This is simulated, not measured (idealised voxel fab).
The document below concerns the process module designated voxel self aligned contacts.
This is section cut - it's 270 nm across, gridded in 5 nm square cells.
Square cells in a grid make up a cross-section in this document, and the grid is given as bands, listed from the top down, each one or more rows of cells.
The entry gives the band's vertical extent as a top height and a bottom height in nm, then its horizontal make-up as materials from left to right, each with a width in nm. "empty" stands for empty space; a single material marked "throughout" fills the band edge to edge.
Measure heights from 0. That's the level where, below it, the as-received wafer is all one material. The lowest band is bottomless and extends downward; write it as in "0 and below".
It should be noted that a width expressed as "30->40" varies in equal increments from row to row of cells within the band, taking the value of the first number at the top row and that of the second number at the bottom row.
Basically "stayed the same" means that step didn't change any cell in the cross-section.
This entry, "Enclosed internal cavities", enumerates those empty regions of no fewer than 8 cells that possess no open connection to the top. Each region is reported in the form width x height at distance, the distance being taken from the left edge, with all three quantities expressed in nm.
On a step's line, text after the settings is the simulator commenting on that step.
"overlay nm", when on a step's line for a step with a mask, measures how far to the right of its planned place the mask lay; a negative measure means to the left.

### This section lists the process steps that were planned
1: RECEIVE (material Si)
2: OXIDIZE (depth nm 5)
3: DIRECTIONAL_DEP (material polySi; thk nm 20)
4: DIRECTIONAL_DEP (material SiN; thk nm 25)
5: PATTERN (tone cover; mask id GATE; material resist; width nm 35; pitch nm 75; thk nm 15; overlay nm 0)
6: DIRECTIONAL_ETCH (etch materials SiN; depth nm 25)
7: DIRECTIONAL_ETCH (etch materials polySi; depth nm 20)
8: STRIP (etch materials resist)
9: CONFORMAL_DEP (material SiN; thk nm 10)
10: DIRECTIONAL_ETCH (etch materials SiN; depth nm 10)
11: FILL_DEP (material SiO2; thk nm 20)
12: CMP (height nm 55)
13: MASKED_ETCH (tone open; mask id CONTACT; width nm 50; etch materials SiO2; depth nm 60; overlay nm 0)
14: CONFORMAL_DEP (material TiN; thk nm 5)
15: FILL_DEP (material Ru; thk nm 5)
16: CMP (height nm 55)
17: CONFORMAL_DEP (material SiCN; thk nm 5)

### Cross-section, incoming material, after step 1
	0 and below = Si throughout
	Enclosed internal cavities: none

### Post-module cross-section: identical start and plan to those above, one misstep in execution
	60 down to 55 = SiCN throughout
	55 down to 45 = SiO2 (110)  TiN (5->20)  Ru (40->15)  TiN (5->15)  SiO2 (110)
	45 down to 20 = SiO2 (75)  SiN (50)  TiN (5)  Ru (15)  TiN (5)  SiN (50)  SiO2 (70)
	20 down to 0 = SiO2 (75)  SiN (10)  polySi (30)  SiN (10)  TiN (5)  Ru (15)  TiN (5)  SiN (10)  polySi (30)  SiN (10)  SiO2 (70)
	0 down to -5 = SiO2 (125)  TiN (25)  SiO2 (120)
	-5 and below = Si throughout
	Enclosed internal cavities: none
Here's what went sideways: the process deviated at step 5: the operation and settings actually run there were PATTERN (tone cover; mask id GATE; material resist; width nm 30; pitch nm 75; thk nm 15; overlay nm 0)
